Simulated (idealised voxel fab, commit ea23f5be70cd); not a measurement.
The document below concerns the process module designated voxel trench capacitor.
For reference, the cross-section in this document is cut, with width 295 nm and square cells of 5 nm.
Think of the cross-section as a grid of square cells. We describe it in bands, top to bottom, and each band covers one or more rows of those cells. In this notation a band is specified by the heights of its top and bottom, in that order and in nm, after which its materials appear from left to right, each paired with its width in nm. The word "edge to edge" attached to a single material means that material fills the band from edge to edge; the word "blank" stands for empty space. Heights are expressed relative to 0, this being the level below which the as-received wafer comprises one material exclusively. The lowest band is unbounded in the downward direction and is denoted as in "0 down". Per-row width for "30..40": begins at first number (top row of band), ends at second number (bottom row), increment between rows held constant. The cross-section has no changed cell in any step marked "same as before". Under "Closed-off voids" you'll find the enclosed gaps, the ones with no way out to the top, that are 8 cells or bigger; each reads width x height at distance, with distance counted from the left edge, everything in nm. Where a step's line continues beyond its settings, the continuation is a remark by the simulator itself on that step. When a step includes a mask, the "overlay nm" setting on its line states how far to the right of its planned place that mask lay, and negative values state how far to the left.
# Planned step list for the process
step 1: RECEIVE (material Si)
step 2: CONFORMAL_DEP (material SiN; thk nm 10)
step 3: DIRECTIONAL_DEP (material aC; thk nm 10)
step 4: PATTERN (tone open; mask id TRENCH; material resist; width nm 20; pitch nm 50; thk nm 30; overlay nm 0)
step 5: DIRECTIONAL_ETCH (etch materials aC; depth nm 10)
step 6: STRIP (etch materials resist)
step 7: DIRECTIONAL_ETCH (etch materials SiN; depth nm 10)
step 8: DIRECTIONAL_ETCH (etch materials Si; depth nm 35)
step 9: STRIP (etch materials aC)
step 10: CONFORMAL_DEP (material Al2O3; thk nm 5)
step 11: FILL_DEP (material polySi; thk nm 5)
step 12: CMP (height nm 10)
# Cross-section of the wafer at receipt, which is the condition after step 1
* 0 down  Si edge to edge
* Closed-off voids: none
# Cross-section: first of two wafers, module finished, run according to plan
* 10 to 0  SiN: 60 | Al2O3: 5 | polySi: 10 | Al2O3: 5 | SiN: 30 | Al2O3: 5 | polySi: 10 | Al2O3: 5 | SiN: 30 | Al2O3: 5 | polySi: 10 | Al2O3: 5 | SiN: 30 | Al2O3: 5 | polySi: 10 | Al2O3: 5 | SiN: 65
* 0 to -30  Si: 60 | Al2O3: 5 | polySi: 10 | Al2O3: 5 | Si: 30 | Al2O3: 5 | polySi: 10 | Al2O3: 5 | Si: 30 | Al2O3: 5 | polySi: 10 | Al2O3: 5 | Si: 30 | Al2O3: 5 | polySi: 10 | Al2O3: 5 | Si: 65
* -30 to -35  Si: 60 | Al2O3: 20 | Si: 30 | Al2O3: 20 | Si: 30 | Al2O3: 20 | Si: 30 | Al2O3: 20 | Si: 65
* -35 down  Si edge to edge
* Closed-off voids: none
# Cross-section of the latter of the two wafers at module completion. It had an identical start and an identical plan to the former; in running it, one mistake was made
* 10 to 0  SiN: 55 | Al2O3: 5 | polySi: 20 | Al2O3: 5 | SiN: 20 | Al2O3: 5 | polySi: 20 | Al2O3: 5 | SiN: 20 | Al2O3: 5 | polySi: 20 | Al2O3: 5 | SiN: 20 | Al2O3: 5 | polySi: 20 | Al2O3: 5 | SiN: 60
* 0 to -30  Si: 55 | Al2O3: 5 | polySi: 20 | Al2O3: 5 | Si: 20 | Al2O3: 5 | polySi: 20 | Al2O3: 5 | Si: 20 | Al2O3: 5 | polySi: 20 | Al2O3: 5 | Si: 20 | Al2O3: 5 | polySi: 20 | Al2O3: 5 | Si: 60
* -30 to -35  Si: 55 | Al2O3: 30 | Si: 20 | Al2O3: 30 | Si: 20 | Al2O3: 30 | Si: 20 | Al2O3: 30 | Si: 60
* -35 down  Si edge to edge
* Closed-off voids: none
Where did the run depart from the plan? step 4 ran as: PATTERN (tone open; mask id TRENCH; material resist; width nm 30; pitch nm 50; thk nm 30; overlay nm 0)
At the finish, the second wafer shows more or fewer cells for some materials than the first does: +8 Al2O3 | -56 Si | -16 SiN | +64 polySi
